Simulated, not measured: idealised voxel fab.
Documented hereafter: the process module known as voxel capacitor over wiring.
Cross-sectional view cut (width: 220 nm; square cell size: 5 nm).
Think of the cross-section as a grid of square cells. We describe it in bands, top to bottom, and each band covers one or more rows of those cells. Heights first: top, then bottom, in nm. Then materials, left to right, each with a width in nm. "edge to edge" on a single material: fills the band edge to edge. "empty": empty space. Below 0: as-received wafer, all one material; heights counted from there. Lowest band: no bottom, goes on down, written "from 0 down". Graded width ("30->40"): value in top row of band = first number; value in bottom row = second number; row-to-row change constant. Where a step carries "same as before", the cross-section came out of it unchanged, cell for cell. Closed-off voids of 8+ cells (no open route to the top) go in "Closed cavity list", written width x height at distance from the left edge, in nm. Step line, after settings: the simulator's comment on this step. Regarding "overlay nm": on a step with a mask, it is the distance the mask lay to the right of its planned place; a negative value places it to the left.
Below is the list of planned process steps:
1 RECEIVE, material Si
2 CONFORMAL_DEP, material SiO2, thk nm 10
3 DIRECTIONAL_DEP, material TiN, thk nm 5
4 DIRECTIONAL_DEP, material Ru, thk nm 15
5 DIRECTIONAL_DEP, material aC, thk nm 15
6 PATTERN, tone cover, mask id METAL_1, material resist, width nm 30, pitch nm 90, thk nm 35, overlay nm 0
7 DIRECTIONAL_ETCH, etch materials aC, depth nm 15
8 STRIP, etch materials resist
9 DIRECTIONAL_ETCH, etch materials Ru, depth nm 15
10 DIRECTIONAL_ETCH, etch materials TiN, depth nm 5
11 STRIP, etch materials aC
12 CONFORMAL_DEP, material SiN, thk nm 5
13 FILL_DEP, material lowk, thk nm 5
14 CMP, height nm 30
15 CONFORMAL_DEP, material SiCN, thk nm 5
16 DIRECTIONAL_DEP, material SiO2, thk nm 10
17 PATTERN, tone open, mask id PLUG_1, material resist, width nm 15, thk nm 15, overlay nm 0
18 DIRECTIONAL_ETCH, etch materials SiO2, depth nm 10
19 DIRECTIONAL_ETCH, etch materials SiCN, depth nm 5
20 STRIP, etch materials resist
21 CONFORMAL_DEP, material TiN, thk nm 5
22 FILL_DEP, material Cu, thk nm 5
23 CMP, height nm 45
24 DIRECTIONAL_DEP, material TiN, thk nm 10
25 DIRECTIONAL_DEP, material SiN, thk nm 5
26 DIRECTIONAL_DEP, material TiN, thk nm 5
27 MASKED_ETCH, tone cover, mask id UPPER_PLATE, width nm 65, etch materials TiN, depth nm 5, overlay nm 0
28 MASKED_ETCH, tone cover, mask id UPPER_PLATE, width nm 65, etch materials SiN, depth nm 5, overlay nm 0
29 DIRECTIONAL_DEP, material aC, thk nm 15
30 PATTERN, tone cover, mask id LOWER_PLATE, material resist, width nm 75, thk nm 35, overlay nm 0
31 DIRECTIONAL_ETCH, etch materials aC, depth nm 15
32 STRIP, etch materials resist
33 DIRECTIONAL_ETCH, etch materials TiN, depth nm 10
34 STRIP, etch materials aC
35 FILL_DEP, material SiO2, thk nm 15
36 CMP, height nm 75
37 MASKED_ETCH, tone open, mask id PLUG_2, width nm 15, etch materials SiO2, depth nm 10, overlay nm 0
38 CONFORMAL_DEP, material TiN, thk nm 5
39 FILL_DEP, material Ru, thk nm 5
40 CMP, height nm 75
41 CONFORMAL_DEP, material SiCN, thk nm 5
Here's what the wafer looked like in cross-section when it arrived - that's after step 1:
  from 0 down  Si edge to edge
  Closed cavity list: none
Module complete, cross-section. Starting point and plan per above. One mistake made in running the module:
  from 80 to 75  SiCN edge to edge
  from 75 to 70  75 of SiO2  5 of TiN  5 of Ru  5 of TiN  130 of SiO2
  from 70 to 65  75 of SiO2  15 of TiN  130 of SiO2
  from 65 to 60  65 of SiO2  65 of SiN  90 of SiO2
  from 60 to 50  60 of SiO2  75 of TiN  85 of SiO2
  from 50 to 45  TiN edge to edge
  from 45 to 35  65 of SiO2  5 of TiN  5 of Cu  5 of TiN  140 of SiO2
  from 35 to 30  65 of SiCN  15 of TiN  140 of SiCN
  from 30 to 15  45 of lowk  5 of SiN  30 of Ru  5 of SiN  50 of lowk  5 of SiN  30 of Ru  5 of SiN  45 of lowk
  from 15 to 10  50 of SiN  30 of TiN  60 of SiN  30 of TiN  50 of SiN
  from 10 to 0  SiO2 edge to edge
  from 0 down  Si edge to edge
  Closed cavity list: none
Deviation noted in wafer processing: step 25 ran in the slot meant for step 26, and vice versa
